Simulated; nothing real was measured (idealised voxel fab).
voxel fin reveal: a process module
Square cells of 5 nm make up the cross-section cut, whose width is 300 nm.
Think of the cross-section as a grid of square cells. We describe it in bands, top to bottom, and each band covers one or more rows of those cells.
Band: top height; bottom height; in nm. Then, left to right: material with width in nm, for each material. "full width": a single material spanning edge to edge. "blank": empty space.
Zero point of the height axis is 0; under it, received wafer = one material. Lowest band: continues down indefinitely, "0 and below".
Quick explanation for "30->40": the width changes in equal steps down the rows of cells, from the first number in the band's top row to the second number in its bottom row.
Reading "no change" for a step: not a cell of the cross-section changed in it.
Enclosed voids (no open way to top), threshold 8 cells or more, entry "closed voids", notation width x height at distance, distance from left edge, nm.
Post-settings text on a step line: simulator's own remark regarding the step.
The optional step-line setting "overlay nm" applies to steps with a mask and quantifies how far to the right of its planned location the mask lay, a negative value indicating leftward placement.

Intended process steps
1,RECEIVE,material Si
2,CONFORMAL_DEP,material SiN,thk nm 10
3,MASKED_ETCH,tone cover,mask id FINS,width nm 15,pitch nm 35,etch materials SiN,depth nm 10,overlay nm 0
4,MASKED_ETCH,tone cover,mask id FINS,width nm 15,pitch nm 35,etch materials Si,depth nm 30,overlay nm 0
5,OXIDIZE,depth nm 5
6,FILL_DEP,material SiO2,thk nm 10
7,CMP,height nm 10
8,SELECTIVE_ETCH,etch materials SiO2,depth nm 25
9,STRIP,etch materials SiN

First of two wafers - as planned

As received, after step 1
	0 and below = Si full width
	closed voids: none

Cross-sectional representation of the wafer at the conclusion of step 2
	10 down to 0 = SiN full width
	Below a height of 0, the structure has not been altered.

Cross-sectional representation of the wafer at the conclusion of step 3
	10 down to 0 = 90 of blank | 15 of SiN | 20 of blank | 15 of SiN | 20 of blank | 15 of SiN | 20 of blank | 15 of SiN | 90 of blank
	Below a height of 0, the structure has not been altered.

Cross-sectional representation of the wafer at the conclusion of step 4
	10 down to 0 = 90 of blank | 15 of SiN | 20 of blank | 15 of SiN | 20 of blank | 15 of SiN | 20 of blank | 15 of SiN | 90 of blank
	0 down to -30 = 90 of blank | 15 of Si | 20 of blank | 15 of Si | 20 of blank | 15 of Si | 20 of blank | 15 of Si | 90 of blank
	Below a height of -30, the structure has not been altered.

Cross-sectional representation of the wafer at the conclusion of step 5
	10 down to 0 = 90 of blank | 15 of SiN | 20 of blank | 15 of SiN | 20 of blank | 15 of SiN | 20 of blank | 15 of SiN | 90 of blank
	0 down to -30 = 90 of blank | 5 of SiO2 | 5 of Si | 5 of SiO2 | 20 of blank | 5 of SiO2 | 5 of Si | 5 of SiO2 | 20 of blank | 5 of SiO2 | 5 of Si | 5 of SiO2 | 20 of blank | 5 of SiO2 | 5 of Si | 5 of SiO2 | 90 of blank
	-30 down to -35 = 95 of SiO2 | 5 of Si | 30 of SiO2 | 5 of Si | 30 of SiO2 | 5 of Si | 30 of SiO2 | 5 of Si | 95 of SiO2
	Below a height of -35, the structure has not been altered.

Cross-sectional representation of the wafer at the conclusion of step 6
	20 down to 10 = SiO2 full width
	10 down to 0 = 90 of SiO2 | 15 of SiN | 20 of SiO2 | 15 of SiN | 20 of SiO2 | 15 of SiN | 20 of SiO2 | 15 of SiN | 90 of SiO2
	0 down to -35 = 95 of SiO2 | 5 of Si | 30 of SiO2 | 5 of Si | 30 of SiO2 | 5 of Si | 30 of SiO2 | 5 of Si | 95 of SiO2
	Below a height of -35, the structure has not been altered.

Cross-sectional representation of the wafer at the conclusion of step 7
	10 down to 0 = 90 of SiO2 | 15 of SiN | 20 of SiO2 | 15 of SiN | 20 of SiO2 | 15 of SiN | 20 of SiO2 | 15 of SiN | 90 of SiO2
	Below a height of 0, the structure has not been altered.

Cross-sectional representation of the wafer at the conclusion of step 8
	10 down to 0 = 90 of blank | 15 of SiN | 20 of blank | 15 of SiN | 20 of blank | 15 of SiN | 20 of blank | 15 of SiN | 90 of blank
	0 down to -15 = 95 of blank | 5 of Si | 30 of blank | 5 of Si | 30 of blank | 5 of Si | 30 of blank | 5 of Si | 95 of blank
	Below a height of -15, the structure has not been altered.

Cross-sectional representation of the wafer at the conclusion of step 9
	0 down to -15 = 95 of blank | 5 of Si | 30 of blank | 5 of Si | 30 of blank | 5 of Si | 30 of blank | 5 of Si | 95 of blank
	Below a height of -15, the structure has not been altered.

The Second Wafer: Common Origin and Plan, One Mistake in Execution, Identical to the First Through Step 3

Second wafer cross-section, taken as of the time the plan sets for step 4 to be done
	10 down to 0 = 90 of blank | 15 of SiN | 20 of blank | 15 of SiN | 20 of blank | 15 of SiN | 20 of blank | 15 of SiN | 90 of blank
	0 down to -25 = 90 of blank | 15 of Si | 20 of blank | 15 of Si | 20 of blank | 15 of Si | 20 of blank | 15 of Si | 90 of blank
	Below a height of -25, the structure has not been altered.

Second wafer cross-section, taken as of the time the plan sets for step 5 to be done
	10 down to 0 = 90 of blank | 15 of SiN | 20 of blank | 15 of SiN | 20 of blank | 15 of SiN | 20 of blank | 15 of SiN | 90 of blank
	0 down to -25 = 90 of blank | 5 of SiO2 | 5 of Si | 5 of SiO2 | 20 of blank | 5 of SiO2 | 5 of Si | 5 of SiO2 | 20 of blank | 5 of SiO2 | 5 of Si | 5 of SiO2 | 20 of blank | 5 of SiO2 | 5 of Si | 5 of SiO2 | 90 of blank
	-25 down to -30 = 95 of SiO2 | 5 of Si | 30 of SiO2 | 5 of Si | 30 of SiO2 | 5 of Si | 30 of SiO2 | 5 of Si | 95 of SiO2
	Below a height of -30, the structure has not been altered.

Second wafer cross-section, taken as of the time the plan sets for step 6 to be done
	20 down to 10 = SiO2 full width
	10 down to 0 = 90 of SiO2 | 15 of SiN | 20 of SiO2 | 15 of SiN | 20 of SiO2 | 15 of SiN | 20 of SiO2 | 15 of SiN | 90 of SiO2
	0 down to -30 = 95 of SiO2 | 5 of Si | 30 of SiO2 | 5 of Si | 30 of SiO2 | 5 of Si | 30 of SiO2 | 5 of Si | 95 of SiO2
	Below a height of -30, the structure has not been altered.

Second wafer cross-section, taken as of the time the plan sets for step 7 to be done
	10 down to 0 = 90 of SiO2 | 15 of SiN | 20 of SiO2 | 15 of SiN | 20 of SiO2 | 15 of SiN | 20 of SiO2 | 15 of SiN | 90 of SiO2
	Below a height of 0, the structure has not been altered.

Second wafer cross-section, taken as of the time the plan sets for step 8 to be done
	10 down to 0 = 90 of blank | 15 of SiN | 20 of blank | 15 of SiN | 20 of blank | 15 of SiN | 20 of blank | 15 of SiN | 90 of blank
	0 down to -15 = 95 of blank | 5 of Si | 30 of blank | 5 of Si | 30 of blank | 5 of Si | 30 of blank | 5 of Si | 95 of blank
	Below a height of -15, the structure has not been altered.

Second wafer cross-section, taken as of the time the plan sets for step 9 to be done
	0 down to -15 = 95 of blank | 5 of Si | 30 of blank | 5 of Si | 30 of blank | 5 of Si | 30 of blank | 5 of Si | 95 of blank
	Below a height of -15, the structure has not been altered.
What broke from the plan during processing? step 4: run off-plan, actual operation and settings MASKED_ETCH,tone cover,mask id FINS,width nm 15,pitch nm 35,etch materials Si,depth nm 25,overlay nm 0
It is noted that, at the conclusion of processing, the second wafer exhibits a higher or lower cell count for certain materials relative to the first: Si +56, SiO2 -56
